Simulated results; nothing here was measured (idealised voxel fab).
process module | voxel self aligned vias
cross-section cut | 185 nm wide | cells 5 nm
A cross-section is a grid of square cells, given in bands from the top down. A band is one or more rows of cells.
Each band's line starts with the height of the band's top and of its bottom, in nm. Then come its materials from left to right, each with its width in nm. One material with "throughout" fills the band from edge to edge. "air" is empty space.
Height 0 is the level under which the wafer as received is all one material. The lowest band goes on downwards, as in "0 down".
A width such as "30 to 40" changes by the same amount from each row of cells to the next, from the band's top row to its bottom row.
"no change" after a step means that no cell of the cross-section changed.
closed voids: empty space of 8 cells or more with no open way to the top, each as width x height at its distance from the left edge, in nm
after a step's settings: what the simulator itself notes on the step
overlay nm, on a step with a mask: how far to the right of its planned place the mask lay; to the left if negative
plan
1 op RECEIVE | material Si
2 op CONFORMAL_DEP | material SiO2 | thk nm 10
3 op CONFORMAL_DEP | material SiCN | thk nm 5
4 op DIRECTIONAL_DEP | material SiO2 | thk nm 30
5 op DIRECTIONAL_DEP | material aC | thk nm 10
6 op PATTERN | tone open | mask id LINES | material resist | width nm 20 | pitch nm 70 | thk nm 30 | overlay nm 0
7 op DIRECTIONAL_ETCH | etch materials aC | depth nm 10
8 op STRIP | etch materials resist
9 op DIRECTIONAL_ETCH | etch materials SiO2 | depth nm 30
10 op STRIP | etch materials aC
11 op CONFORMAL_DEP | material TiN | thk nm 5
12 op FILL_DEP | material W | thk nm 10
13 op CMP | height nm 45
14 op SELECTIVE_ETCH | etch materials W Ru TiN | depth nm 10
15 op FILL_DEP | material SiN | thk nm 10
16 op CMP | height nm 45
17 op DIRECTIONAL_DEP | material SiO2 | thk nm 20
18 op MASKED_ETCH | tone open | mask id VIAS | width nm 40 | pitch nm 70 | etch materials SiO2 | depth nm 20 | overlay nm 0
19 op MASKED_ETCH | tone open | mask id VIAS | width nm 40 | pitch nm 70 | etch materials SiN | depth nm 10 | overlay nm 0
20 op CONFORMAL_DEP | material TiN | thk nm 5
21 op FILL_DEP | material Cu | thk nm 10
22 op CMP | height nm 65
23 op CONFORMAL_DEP | material SiCN | thk nm 5
as received, after step 1
  0 down: Si throughout
  closed voids: none
a wafer at the end: this start, this plan, one mistake
  70 to 65: SiCN throughout
  65 to 45: SiO2 35 | TiN 40 | SiO2 30 | TiN 40 | SiO2 40
  45 to 35: SiO2 45 | TiN 20 | SiO2 50 | TiN 20 | SiO2 50
  35 to 20: SiO2 45 | TiN 5 | W 10 | TiN 5 | SiO2 50 | TiN 5 | W 10 | TiN 5 | SiO2 50
  20 to 15: SiO2 45 | TiN 20 | SiO2 50 | TiN 20 | SiO2 50
  15 to 10: SiCN throughout
  10 to 0: SiO2 throughout
  0 down: Si throughout
  closed voids: none
what went wrong: step 21 ran as: op FILL_DEP | material TiN | thk nm 10
